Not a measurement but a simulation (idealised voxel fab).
process module | voxel ribs on slabs
cross-section cut | 300 nm wide | cells 5 nm
A cross-section is a grid of square cells, given in bands from the top down. A band is one or more rows of cells.
Each band's line starts with the height of the band's top and of its bottom, in nm. Then come its materials from left to right, each with its width in nm. One material with "throughout" fills the band from edge to edge. "air" is empty space.
Height 0 is the level under which the wafer as received is all one material. The lowest band goes on downwards, as in "0 down".
A width such as "30 to 40" changes by the same amount from each row of cells to the next, from the band's top row to its bottom row.
"no change" after a step means that no cell of the cross-section changed.
closed voids: empty space of 8 cells or more with no open way to the top, each as width x height at its distance from the left edge, in nm
after a step's settings: what the simulator itself notes on the step
overlay nm, on a step with a mask: how far to the right of its planned place the mask lay; to the left if negative
plan
1 op RECEIVE | material Si
2 op DIRECTIONAL_DEP | material SiO2 | thk nm 25
3 op DIRECTIONAL_DEP | material SiN | thk nm 15
4 op PATTERN | tone cover | mask id RIB | material resist | width nm 25 | thk nm 20 | overlay nm 0
5 op DIRECTIONAL_ETCH | etch materials SiN | depth nm 5
6 op STRIP | etch materials resist
7 op PATTERN | tone cover | mask id SLAB | material resist | width nm 85 | thk nm 15 | overlay nm 0
8 op DIRECTIONAL_ETCH | etch materials SiN | depth nm 10
9 op STRIP | etch materials resist
10 op FILL_DEP | material SiO2 | thk nm 25
11 op CMP | height nm 60
12 op DIRECTIONAL_DEP | material W | thk nm 5
13 op PATTERN | tone cover | mask id HEATER | material resist | width nm 35 | thk nm 15 | overlay nm 0
14 op DIRECTIONAL_ETCH | etch materials W | depth nm 5
15 op STRIP | etch materials resist
16 op CONFORMAL_DEP | material SiO2 | thk nm 5
as received, after step 1
  0 down: Si throughout
  closed voids: none
first wafer at the end, as planned
  70 to 65: air 125 | SiO2 45 | air 130
  65 to 60: SiO2 130 | W 35 | SiO2 135
  60 to 40: SiO2 throughout
  40 to 35: SiO2 135 | SiN 25 | SiO2 140
  35 to 25: SiO2 105 | SiN 85 | SiO2 110
  25 to 0: SiO2 throughout
  0 down: Si throughout
  closed voids: none
second wafer at the end: like start, like plan, one mistake
  65 to 60: air 130 | W 35 | air 135
  60 to 40: SiO2 throughout
  40 to 35: SiO2 135 | SiN 25 | SiO2 140
  35 to 25: SiO2 105 | SiN 85 | SiO2 110
  25 to 0: SiO2 throughout
  0 down: Si throughout
  closed voids: none
what went wrong: step 16 was left out
at the end the second wafer has, in cells: 62 fewer of SiO2
